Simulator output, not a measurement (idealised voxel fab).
process module | voxel fin reveal
cross-section cut | 160 nm wide | cells 5 nm
A cross-section is a grid of square cells, given in bands from the top down. A band is one or more rows of cells.
Each band's line starts with the height of the band's top and of its bottom, in nm. Then come its materials from left to right, each with its width in nm. One material with "throughout" fills the band from edge to edge. "air" is empty space.
Height 0 is the level under which the wafer as received is all one material. The lowest band goes on downwards, as in "0 down".
A width such as "30 to 40" changes by the same amount from each row of cells to the next, from the band's top row to its bottom row.
"no change" after a step means that no cell of the cross-section changed.
closed voids: empty space of 8 cells or more with no open way to the top, each as width x height at its distance from the left edge, in nm
after a step's settings: what the simulator itself notes on the step
overlay nm, on a step with a mask: how far to the right of its planned place the mask lay; to the left if negative
plan
1 op RECEIVE | material Si
2 op CONFORMAL_DEP | material SiN | thk nm 10
3 op DIRECTIONAL_DEP | material aC | thk nm 10
4 op PATTERN | tone cover | mask id FINS | material resist | width nm 15 | pitch nm 35 | thk nm 30 | overlay nm 0
5 op DIRECTIONAL_ETCH | etch materials aC | depth nm 10
6 op STRIP | etch materials resist
7 op DIRECTIONAL_ETCH | etch materials SiN | depth nm 10
8 op DIRECTIONAL_ETCH | etch materials Si | depth nm 40
9 op STRIP | etch materials aC
10 op FILL_DEP | material SiO2 | thk nm 15
11 op CMP | height nm 10
12 op SELECTIVE_ETCH | etch materials SiO2 | depth nm 25
13 op STRIP | etch materials SiN
14 op CONFORMAL_DEP | material SiO2 | thk nm 5
first wafer, as planned
as received, after step 1
  0 down: Si throughout
  closed voids: none
after step 2
  10 to 0: SiN throughout
  below 0: unchanged
after step 3
  20 to 10: aC throughout
  below 10: unchanged
after step 4
  50 to 20: air 35 | resist 15 | air 20 | resist 15 | air 20 | resist 15 | air 40
  below 20: unchanged
after step 5
  40 to 20: air 35 | resist 15 | air 20 | resist 15 | air 20 | resist 15 | air 40
  20 to 10: air 35 | aC 15 | air 20 | aC 15 | air 20 | aC 15 | air 40
  below 10: unchanged
after step 6
  20 to 10: air 35 | aC 15 | air 20 | aC 15 | air 20 | aC 15 | air 40
  below 10: unchanged
after step 7
  20 to 10: air 35 | aC 15 | air 20 | aC 15 | air 20 | aC 15 | air 40
  10 to 0: air 35 | SiN 15 | air 20 | SiN 15 | air 20 | SiN 15 | air 40
  below 0: unchanged
after step 8
  20 to 10: air 35 | aC 15 | air 20 | aC 15 | air 20 | aC 15 | air 40
  10 to 0: air 35 | SiN 15 | air 20 | SiN 15 | air 20 | SiN 15 | air 40
  0 to -40: air 35 | Si 15 | air 20 | Si 15 | air 20 | Si 15 | air 40
  below -40: unchanged
after step 9
  10 to 0: air 35 | SiN 15 | air 20 | SiN 15 | air 20 | SiN 15 | air 40
  below 0: unchanged
after step 10
  25 to 10: SiO2 throughout
  10 to 0: SiO2 35 | SiN 15 | SiO2 20 | SiN 15 | SiO2 20 | SiN 15 | SiO2 40
  0 to -40: SiO2 35 | Si 15 | SiO2 20 | Si 15 | SiO2 20 | Si 15 | SiO2 40
  below -40: unchanged
after step 11
  10 to 0: SiO2 35 | SiN 15 | SiO2 20 | SiN 15 | SiO2 20 | SiN 15 | SiO2 40
  below 0: unchanged
after step 12
  10 to 0: air 35 | SiN 15 | air 20 | SiN 15 | air 20 | SiN 15 | air 40
  0 to -15: air 35 | Si 15 | air 20 | Si 15 | air 20 | Si 15 | air 40
  below -15: unchanged
after step 13
  0 to -15: air 35 | Si 15 | air 20 | Si 15 | air 20 | Si 15 | air 40
  below -15: unchanged
after step 14
  5 to 0: air 30 | SiO2 25 | air 10 | SiO2 25 | air 10 | SiO2 25 | air 35
  0 to -10: air 30 | SiO2 5 | Si 15 | SiO2 5 | air 10 | SiO2 5 | Si 15 | SiO2 5 | air 10 | SiO2 5 | Si 15 | SiO2 5 | air 35
  -10 to -40: SiO2 35 | Si 15 | SiO2 20 | Si 15 | SiO2 20 | Si 15 | SiO2 40
  below -40: unchanged
second wafer: like start, like plan, one mistake. Through step 3 it matches the first wafer
when step 4 should have ended
  50 to 20: air 35 | resist 20 | air 15 | resist 20 | air 15 | resist 20 | air 35
  below 20: unchanged
when step 5 should have ended
  40 to 20: air 35 | resist 20 | air 15 | resist 20 | air 15 | resist 20 | air 35
  20 to 10: air 35 | aC 20 | air 15 | aC 20 | air 15 | aC 20 | air 35
  below 10: unchanged
when step 6 should have ended
  20 to 10: air 35 | aC 20 | air 15 | aC 20 | air 15 | aC 20 | air 35
  below 10: unchanged
when step 7 should have ended
  20 to 10: air 35 | aC 20 | air 15 | aC 20 | air 15 | aC 20 | air 35
  10 to 0: air 35 | SiN 20 | air 15 | SiN 20 | air 15 | SiN 20 | air 35
  below 0: unchanged
when step 8 should have ended
  20 to 10: air 35 | aC 20 | air 15 | aC 20 | air 15 | aC 20 | air 35
  10 to 0: air 35 | SiN 20 | air 15 | SiN 20 | air 15 | SiN 20 | air 35
  0 to -40: air 35 | Si 20 | air 15 | Si 20 | air 15 | Si 20 | air 35
  below -40: unchanged
when step 9 should have ended
  10 to 0: air 35 | SiN 20 | air 15 | SiN 20 | air 15 | SiN 20 | air 35
  below 0: unchanged
when step 10 should have ended
  25 to 10: SiO2 throughout
  10 to 0: SiO2 35 | SiN 20 | SiO2 15 | SiN 20 | SiO2 15 | SiN 20 | SiO2 35
  0 to -40: SiO2 35 | Si 20 | SiO2 15 | Si 20 | SiO2 15 | Si 20 | SiO2 35
  below -40: unchanged
when step 11 should have ended
  10 to 0: SiO2 35 | SiN 20 | SiO2 15 | SiN 20 | SiO2 15 | SiN 20 | SiO2 35
  below 0: unchanged
when step 12 should have ended
  10 to 0: air 35 | SiN 20 | air 15 | SiN 20 | air 15 | SiN 20 | air 35
  0 to -15: air 35 | Si 20 | air 15 | Si 20 | air 15 | Si 20 | air 35
  below -15: unchanged
when step 13 should have ended
  0 to -15: air 35 | Si 20 | air 15 | Si 20 | air 15 | Si 20 | air 35
  below -15: unchanged
when step 14 should have ended
  5 to 0: air 30 | SiO2 30 | air 5 | SiO2 30 | air 5 | SiO2 30 | air 30
  0 to -10: air 30 | SiO2 5 | Si 20 | SiO2 5 | air 5 | SiO2 5 | Si 20 | SiO2 5 | air 5 | SiO2 5 | Si 20 | SiO2 5 | air 30
  -10 to -40: SiO2 35 | Si 20 | SiO2 15 | Si 20 | SiO2 15 | Si 20 | SiO2 35
  below -40: unchanged
what went wrong: step 4 ran as: op PATTERN | tone cover | mask id FINS | material resist | width nm 20 | pitch nm 35 | thk nm 30 | overlay nm 0
at the end the second wafer has, in cells: 24 more of Si | 15 fewer of SiO2
